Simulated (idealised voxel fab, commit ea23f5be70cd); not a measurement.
process module | voxel capacitor over wiring
cross-section cut | 240 nm wide | cells 5 nm
A cross-section is a grid of square cells, given in bands from the top down. A band is one or more rows of cells.
Each band's line starts with the height of the band's top and of its bottom, in nm. Then come its materials from left to right, each with its width in nm. One material with "throughout" fills the band from edge to edge. "air" is empty space.
Height 0 is the level under which the wafer as received is all one material. The lowest band goes on downwards, as in "0 down".
A width such as "30 to 40" changes by the same amount from each row of cells to the next, from the band's top row to its bottom row.
"no change" after a step means that no cell of the cross-section changed.
closed voids: empty space of 8 cells or more with no open way to the top, each as width x height at its distance from the left edge, in nm
after a step's settings: what the simulator itself notes on the step
overlay nm, on a step with a mask: how far to the right of its planned place the mask lay; to the left if negative
plan
1 op RECEIVE | material Si
2 op CONFORMAL_DEP | material SiO2 | thk nm 10
3 op CONFORMAL_DEP | material SiCN | thk nm 5
4 op DIRECTIONAL_DEP | material lowk | thk nm 20
5 op DIRECTIONAL_DEP | material aC | thk nm 10
6 op PATTERN | tone open | mask id METAL_1 | material resist | width nm 30 | pitch nm 80 | thk nm 30 | overlay nm 0
7 op DIRECTIONAL_ETCH | etch materials aC | depth nm 10
8 op STRIP | etch materials resist
9 op DIRECTIONAL_ETCH | etch materials lowk | depth nm 20
10 op DIRECTIONAL_ETCH | etch materials SiCN | depth nm 5
11 op STRIP | etch materials aC
12 op CONFORMAL_DEP | material TiN | thk nm 5
13 op FILL_DEP | material Cu | thk nm 5
14 op CMP | height nm 35
15 op EPI | material Ru | thk nm 5
16 op FILL_DEP | material SiCN | thk nm 5
17 op DIRECTIONAL_DEP | material SiO2 | thk nm 20
18 op DIRECTIONAL_DEP | material aC | thk nm 15
19 op PATTERN | tone open | mask id PLUG_1 | material resist | width nm 15 | thk nm 35 | overlay nm 0
20 op DIRECTIONAL_ETCH | etch materials aC | depth nm 15
21 op STRIP | etch materials resist
22 op DIRECTIONAL_ETCH | etch materials SiO2 | depth nm 20
23 op DIRECTIONAL_ETCH | etch materials SiCN | depth nm 5
24 op STRIP | etch materials aC
25 op EPI | material Ru | thk nm 10
26 op EPI | material Ru | thk nm 10
27 op EPI | material Ru | thk nm 5
28 op DIRECTIONAL_DEP | material TiN | thk nm 5
29 op DIRECTIONAL_DEP | material SiN | thk nm 5
30 op DIRECTIONAL_DEP | material TiN | thk nm 10
31 op DIRECTIONAL_DEP | material aC | thk nm 15
32 op PATTERN | tone cover | mask id UPPER_PLATE | material resist | width nm 55 | thk nm 35 | overlay nm 0
33 op DIRECTIONAL_ETCH | etch materials aC | depth nm 15
34 op STRIP | etch materials resist
35 op DIRECTIONAL_ETCH | etch materials TiN | depth nm 10
36 op DIRECTIONAL_ETCH | etch materials SiN | depth nm 5
37 op STRIP | etch materials aC
38 op MASKED_ETCH | tone cover | mask id LOWER_PLATE | width nm 65 | etch materials TiN | depth nm 5 | overlay nm 0
39 op FILL_DEP | material SiO2 | thk nm 15
40 op CMP | height nm 95
41 op MASKED_ETCH | tone open | mask id PLUG_2 | width nm 15 | etch materials SiO2 | depth nm 10 | overlay nm 0
42 op CONFORMAL_DEP | material TiN | thk nm 5
43 op FILL_DEP | material Ru | thk nm 5
44 op CMP | height nm 95
45 op CONFORMAL_DEP | material SiN | thk nm 5
as received, after step 1
  0 down: Si throughout
  closed voids: none
first wafer at the end, as planned
  100 to 95: SiN throughout
  95 to 90: SiO2 90 | TiN 5 | Ru 5 | TiN 5 | SiO2 135
  90 to 85: SiO2 90 | TiN 15 | SiO2 135
  85 to 75: SiO2 80 | TiN 55 | SiO2 105
  75 to 70: SiO2 80 | SiN 55 | SiO2 105
  70 to 65: SiO2 75 | TiN 65 | SiO2 100
  65 to 45: SiO2 80 | Ru 15 | SiO2 145
  45 to 40: SiCN 80 | Ru 15 | SiCN 145
  40 to 35: SiCN 60 | Ru 40 | SiCN 40 | Ru 40 | SiCN 60
  35 to 15: lowk 65 | TiN 5 | Cu 20 | TiN 5 | lowk 50 | TiN 5 | Cu 20 | TiN 5 | lowk 65
  15 to 10: SiCN 65 | TiN 30 | SiCN 50 | TiN 30 | SiCN 65
  10 to 0: SiO2 throughout
  0 down: Si throughout
  closed voids: none
second wafer at the end: like start, like plan, one mistake
  100 to 95: SiN throughout
  95 to 90: SiO2 90 | TiN 5 | Ru 5 | TiN 5 | SiO2 135
  90 to 85: SiO2 90 | TiN 15 | SiO2 135
  85 to 75: SiO2 80 | TiN 55 | SiO2 105
  75 to 70: SiO2 80 | SiN 55 | SiO2 105
  70 to 65: SiO2 75 | TiN 65 | SiO2 100
  65 to 45: SiO2 80 | Ru 15 | SiO2 145
  45 to 40: SiCN 80 | Ru 15 | SiCN 145
  40 to 35: SiCN 55 | Ru 40 | SiCN 40 | Ru 40 | SiCN 65
  35 to 15: lowk 60 | TiN 5 | Cu 20 | TiN 5 | lowk 50 | TiN 5 | Cu 20 | TiN 5 | lowk 70
  15 to 10: SiCN 60 | TiN 30 | SiCN 50 | TiN 30 | SiCN 70
  10 to 0: SiO2 throughout
  0 down: Si throughout
  closed voids: none
what went wrong: step 6 ran as: op PATTERN | tone open | mask id METAL_1 | material resist | width nm 30 | pitch nm 80 | thk nm 30 | overlay nm -5
at the end the second wafer has, in cells: as many of each material as the first, in other places
